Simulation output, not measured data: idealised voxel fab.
Title: Process Module voxel quadruple lines
Displayed cross-section: cut, width of 150 nm, square cells sized 5 nm.
Cross-section = grid of square cells, listed top down in bands; band = one or more rows. Heads up on the band format: heights come first, top then bottom, in nm. After that it's the materials left to right, each with its width in nm. A single material flagged "everywhere" fills the whole band edge to edge, and "blank" means there's empty space there. Zero point of the height axis is 0; under it, received wafer = one material. Lowest band: continues down indefinitely, "0 and below". The two numbers in a width such as "30..40" mark its ends across the band: the first belongs to the top row of cells, the second to the bottom row, and from each row to the next the width moves by the same amount. "nothing got changed" (step): cross-section cells unchanged, all of them. The entry titled "Enclosed void entries" provides the empty spaces that have no open way to the top, restricted to those of 8 cells or more. Each is presented as width x height at distance, the distance being measured from the left edge, with all three in nm. after a step's settings: what the simulator itself notes on the step. On any step carrying a mask, the "overlay nm" setting, if present on the step's line, tells how far right of its planned place the mask lay; negative values point to the left.

# The steps planned for the process are as follows
1 RECEIVE (material Si)
2 CONFORMAL_DEP (material Al2O3; thk nm 10)
3 DIRECTIONAL_DEP (material W; thk nm 10)
4 DIRECTIONAL_DEP (material polySi; thk nm 20)
5 DIRECTIONAL_DEP (material aC; thk nm 20)
6 PATTERN (tone cover; mask id MANDREL; material resist; width nm 30; thk nm 30; overlay nm 0)
7 DIRECTIONAL_ETCH (etch materials aC; depth nm 20)
8 STRIP (etch materials resist)
9 CONFORMAL_DEP (material SiO2; thk nm 10)
10 DIRECTIONAL_ETCH (etch materials SiO2; depth nm 10)
11 STRIP (etch materials aC)
12 DIRECTIONAL_ETCH (etch materials polySi; depth nm 20)
13 STRIP (etch materials SiO2)
14 CONFORMAL_DEP (material SiCN; thk nm 10)
15 DIRECTIONAL_ETCH (etch materials SiCN; depth nm 10)
16 STRIP (etch materials polySi)
17 DIRECTIONAL_ETCH (etch materials W; depth nm 10)
18 STRIP (etch materials SiCN)

# Received-state cross-section, reflecting completion of step 1
0 and below  Si everywhere
Enclosed void entries: none

# a wafer at the end: this start, this plan, one mistake
20 down to 10  Al2O3 everywhere
10 down to 0  W everywhere
0 and below  Si everywhere
Enclosed void entries: none
Processing error: contrary to the plan, steps 2 and 3 were processed in exchanged order
